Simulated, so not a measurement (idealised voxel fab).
process module | voxel gate over fins
cross-section cut | 230 nm wide | cells 5 nm
A cross-section is a grid of square cells, given in bands from the top down. A band is one or more rows of cells.
Each band's line starts with the height of the band's top and of its bottom, in nm. Then come its materials from left to right, each with its width in nm. One material with "throughout" fills the band from edge to edge. "air" is empty space.
Height 0 is the level under which the wafer as received is all one material. The lowest band goes on downwards, as in "0 down".
A width such as "30 to 40" changes by the same amount from each row of cells to the next, from the band's top row to its bottom row.
"no change" after a step means that no cell of the cross-section changed.
closed voids: empty space of 8 cells or more with no open way to the top, each as width x height at its distance from the left edge, in nm
after a step's settings: what the simulator itself notes on the step
overlay nm, on a step with a mask: how far to the right of its planned place the mask lay; to the left if negative
plan
1 op RECEIVE | material Si
2 op CONFORMAL_DEP | material SiN | thk nm 5
3 op PATTERN | tone cover | mask id FINS | material resist | width nm 15 | pitch nm 50 | thk nm 20 | overlay nm 0
4 op DIRECTIONAL_ETCH | etch materials SiN | depth nm 5
5 op DIRECTIONAL_ETCH | etch materials Si | depth nm 40
6 op STRIP | etch materials resist
7 op OXIDIZE | depth nm 5
8 op FILL_DEP | material SiO2 | thk nm 10
9 op CMP | height nm 5
10 op DIRECTIONAL_DEP | material aC | thk nm 10
11 op PATTERN | tone open | mask id RAIL | material resist | width nm 15 | thk nm 25 | overlay nm 0
12 op DIRECTIONAL_ETCH | etch materials aC | depth nm 10
13 op STRIP | etch materials resist
14 op DIRECTIONAL_ETCH | etch materials SiO2 | depth nm 40
15 op STRIP | etch materials aC
16 op CONFORMAL_DEP | material TiN | thk nm 5
17 op FILL_DEP | material W | thk nm 10
18 op CMP | height nm 5
19 op SELECTIVE_ETCH | etch materials W Ru TiN | depth nm 25
20 op FILL_DEP | material SiO2 | thk nm 5
21 op CMP | height nm 5
22 op SELECTIVE_ETCH | etch materials SiO2 | depth nm 20
23 op STRIP | etch materials SiN
24 op CONFORMAL_DEP | material HfO2 | thk nm 5
25 op CONFORMAL_DEP | material TiN | thk nm 5
26 op CONFORMAL_DEP | material TiAl | thk nm 5
27 op CONFORMAL_DEP | material TiN | thk nm 5
28 op FILL_DEP | material W | thk nm 15
29 op CMP | height nm 30
30 op CONFORMAL_DEP | material SiN | thk nm 5
first wafer, as planned
as received, after step 1
  0 down: Si throughout
  closed voids: none
after step 2
  5 to 0: SiN throughout
  below 0: unchanged
after step 3
  25 to 5: air 80 | resist 15 | air 35 | resist 15 | air 85
  below 5: unchanged
after step 4
  25 to 5: air 80 | resist 15 | air 35 | resist 15 | air 85
  5 to 0: air 80 | SiN 15 | air 35 | SiN 15 | air 85
  below 0: unchanged
after step 5
  25 to 5: air 80 | resist 15 | air 35 | resist 15 | air 85
  5 to 0: air 80 | SiN 15 | air 35 | SiN 15 | air 85
  0 to -40: air 80 | Si 15 | air 35 | Si 15 | air 85
  below -40: unchanged
after step 6
  5 to 0: air 80 | SiN 15 | air 35 | SiN 15 | air 85
  below 0: unchanged
after step 7
  5 to 0: air 80 | SiN 15 | air 35 | SiN 15 | air 85
  0 to -40: air 80 | SiO2 5 | Si 5 | SiO2 5 | air 35 | SiO2 5 | Si 5 | SiO2 5 | air 85
  -40 to -45: SiO2 85 | Si 5 | SiO2 45 | Si 5 | SiO2 90
  below -45: unchanged
after step 8
  15 to 5: SiO2 throughout
  5 to 0: SiO2 80 | SiN 15 | SiO2 35 | SiN 15 | SiO2 85
  0 to -45: SiO2 85 | Si 5 | SiO2 45 | Si 5 | SiO2 90
  below -45: unchanged
after step 9
  5 to 0: SiO2 80 | SiN 15 | SiO2 35 | SiN 15 | SiO2 85
  below 0: unchanged
after step 10
  15 to 5: aC throughout
  below 5: unchanged
after step 11
  40 to 15: resist 105 | air 15 | resist 110
  below 15: unchanged
after step 12
  30 to 15: resist 105 | air 15 | resist 110
  15 to 5: aC 105 | air 15 | aC 110
  below 5: unchanged
after step 13
  15 to 5: aC 105 | air 15 | aC 110
  below 5: unchanged
after step 14
  15 to 5: aC 105 | air 15 | aC 110
  5 to 0: SiO2 80 | SiN 15 | SiO2 10 | air 15 | SiO2 10 | SiN 15 | SiO2 85
  0 to -35: SiO2 85 | Si 5 | SiO2 15 | air 15 | SiO2 15 | Si 5 | SiO2 90
  below -35: unchanged
after step 15
  5 to 0: SiO2 80 | SiN 15 | SiO2 10 | air 15 | SiO2 10 | SiN 15 | SiO2 85
  below 0: unchanged
after step 16
  10 to 5: TiN 110 | air 5 | TiN 115
  5 to 0: SiO2 80 | SiN 15 | SiO2 10 | TiN 5 | air 5 | TiN 5 | SiO2 10 | SiN 15 | SiO2 85
  0 to -30: SiO2 85 | Si 5 | SiO2 15 | TiN 5 | air 5 | TiN 5 | SiO2 15 | Si 5 | SiO2 90
  -30 to -35: SiO2 85 | Si 5 | SiO2 15 | TiN 15 | SiO2 15 | Si 5 | SiO2 90
  below -35: unchanged
after step 17
  20 to 10: W throughout
  10 to 5: TiN 110 | W 5 | TiN 115
  5 to 0: SiO2 80 | SiN 15 | SiO2 10 | TiN 5 | W 5 | TiN 5 | SiO2 10 | SiN 15 | SiO2 85
  0 to -30: SiO2 85 | Si 5 | SiO2 15 | TiN 5 | W 5 | TiN 5 | SiO2 15 | Si 5 | SiO2 90
  below -30: unchanged
after step 18
  5 to 0: SiO2 80 | SiN 15 | SiO2 10 | TiN 5 | W 5 | TiN 5 | SiO2 10 | SiN 15 | SiO2 85
  below 0: unchanged
after step 19
  5 to 0: SiO2 80 | SiN 15 | SiO2 10 | air 15 | SiO2 10 | SiN 15 | SiO2 85
  0 to -20: SiO2 85 | Si 5 | SiO2 15 | air 15 | SiO2 15 | Si 5 | SiO2 90
  below -20: unchanged
after step 20
  10 to 5: SiO2 throughout
  5 to 0: SiO2 80 | SiN 15 | SiO2 35 | SiN 15 | SiO2 85
  0 to -20: SiO2 85 | Si 5 | SiO2 45 | Si 5 | SiO2 90
  below -20: unchanged
after step 21
  5 to 0: SiO2 80 | SiN 15 | SiO2 35 | SiN 15 | SiO2 85
  below 0: unchanged
after step 22
  5 to 0: air 80 | SiN 15 | air 35 | SiN 15 | air 85
  0 to -15: air 85 | Si 5 | air 45 | Si 5 | air 90
  below -15: unchanged
after step 23
  0 to -15: air 85 | Si 5 | air 45 | Si 5 | air 90
  below -15: unchanged
after step 24
  5 to 0: air 80 | HfO2 15 | air 35 | HfO2 15 | air 85
  0 to -10: air 80 | HfO2 5 | Si 5 | HfO2 5 | air 35 | HfO2 5 | Si 5 | HfO2 5 | air 85
  -10 to -15: HfO2 85 | Si 5 | HfO2 45 | Si 5 | HfO2 90
  below -15: unchanged
after step 25
  10 to 5: air 75 | TiN 25 | air 25 | TiN 25 | air 80
  5 to 0: air 75 | TiN 5 | HfO2 15 | TiN 5 | air 25 | TiN 5 | HfO2 15 | TiN 5 | air 80
  0 to -5: air 75 | TiN 5 | HfO2 5 | Si 5 | HfO2 5 | TiN 5 | air 25 | TiN 5 | HfO2 5 | Si 5 | HfO2 5 | TiN 5 | air 80
  -5 to -10: TiN 80 | HfO2 5 | Si 5 | HfO2 5 | TiN 35 | HfO2 5 | Si 5 | HfO2 5 | TiN 85
  below -10: unchanged
after step 26
  15 to 10: air 70 | TiAl 35 | air 15 | TiAl 35 | air 75
  10 to 5: air 70 | TiAl 5 | TiN 25 | TiAl 5 | air 15 | TiAl 5 | TiN 25 | TiAl 5 | air 75
  5 to 0: air 70 | TiAl 5 | TiN 5 | HfO2 15 | TiN 5 | TiAl 5 | air 15 | TiAl 5 | TiN 5 | HfO2 15 | TiN 5 | TiAl 5 | air 75
  0 to -5: TiAl 75 | TiN 5 | HfO2 5 | Si 5 | HfO2 5 | TiN 5 | TiAl 25 | TiN 5 | HfO2 5 | Si 5 | HfO2 5 | TiN 5 | TiAl 80
  below -5: unchanged
after step 27
  20 to 15: air 65 | TiN 45 | air 5 | TiN 45 | air 70
  15 to 10: air 65 | TiN 5 | TiAl 35 | TiN 5 | air 5 | TiN 5 | TiAl 35 | TiN 5 | air 70
  10 to 5: air 65 | TiN 5 | TiAl 5 | TiN 25 | TiAl 5 | TiN 5 | air 5 | TiN 5 | TiAl 5 | TiN 25 | TiAl 5 | TiN 5 | air 70
  5 to 0: TiN 70 | TiAl 5 | TiN 5 | HfO2 15 | TiN 5 | TiAl 5 | TiN 15 | TiAl 5 | TiN 5 | HfO2 15 | TiN 5 | TiAl 5 | TiN 75
  below 0: unchanged
after step 28
  35 to 20: W throughout
  20 to 15: W 65 | TiN 45 | W 5 | TiN 45 | W 70
  15 to 10: W 65 | TiN 5 | TiAl 35 | TiN 5 | W 5 | TiN 5 | TiAl 35 | TiN 5 | W 70
  10 to 5: W 65 | TiN 5 | TiAl 5 | TiN 25 | TiAl 5 | TiN 5 | W 5 | TiN 5 | TiAl 5 | TiN 25 | TiAl 5 | TiN 5 | W 70
  below 5: unchanged
after step 29
  30 to 20: W throughout
  below 20: unchanged
after step 30
  35 to 30: SiN throughout
  below 30: unchanged
second wafer: like start, like plan, one mistake. Through step 24 it matches the first wafer
when step 25 should have ended: no change
when step 26 should have ended
  10 to 5: air 75 | TiAl 25 | air 25 | TiAl 25 | air 80
  5 to 0: air 75 | TiAl 5 | HfO2 15 | TiAl 5 | air 25 | TiAl 5 | HfO2 15 | TiAl 5 | air 80
  0 to -5: air 75 | TiAl 5 | HfO2 5 | Si 5 | HfO2 5 | TiAl 5 | air 25 | TiAl 5 | HfO2 5 | Si 5 | HfO2 5 | TiAl 5 | air 80
  -5 to -10: TiAl 80 | HfO2 5 | Si 5 | HfO2 5 | TiAl 35 | HfO2 5 | Si 5 | HfO2 5 | TiAl 85
  below -10: unchanged
when step 27 should have ended
  15 to 10: air 70 | TiN 35 | air 15 | TiN 35 | air 75
  10 to 5: air 70 | TiN 5 | TiAl 25 | TiN 5 | air 15 | TiN 5 | TiAl 25 | TiN 5 | air 75
  5 to 0: air 70 | TiN 5 | TiAl 5 | HfO2 15 | TiAl 5 | TiN 5 | air 15 | TiN 5 | TiAl 5 | HfO2 15 | TiAl 5 | TiN 5 | air 75
  0 to -5: TiN 75 | TiAl 5 | HfO2 5 | Si 5 | HfO2 5 | TiAl 5 | TiN 25 | TiAl 5 | HfO2 5 | Si 5 | HfO2 5 | TiAl 5 | TiN 80
  below -5: unchanged
when step 28 should have ended
  30 to 15: W throughout
  15 to 10: W 70 | TiN 35 | W 15 | TiN 35 | W 75
  10 to 5: W 70 | TiN 5 | TiAl 25 | TiN 5 | W 15 | TiN 5 | TiAl 25 | TiN 5 | W 75
  5 to 0: W 70 | TiN 5 | TiAl 5 | HfO2 15 | TiAl 5 | TiN 5 | W 15 | TiN 5 | TiAl 5 | HfO2 15 | TiAl 5 | TiN 5 | W 75
  below 0: unchanged
when step 29 should have ended: no change
when step 30 should have ended
  35 to 30: SiN throughout
  below 30: unchanged
what went wrong: step 25 was left out
at the end the second wafer has, in cells: 58 fewer of TiN | 58 more of W
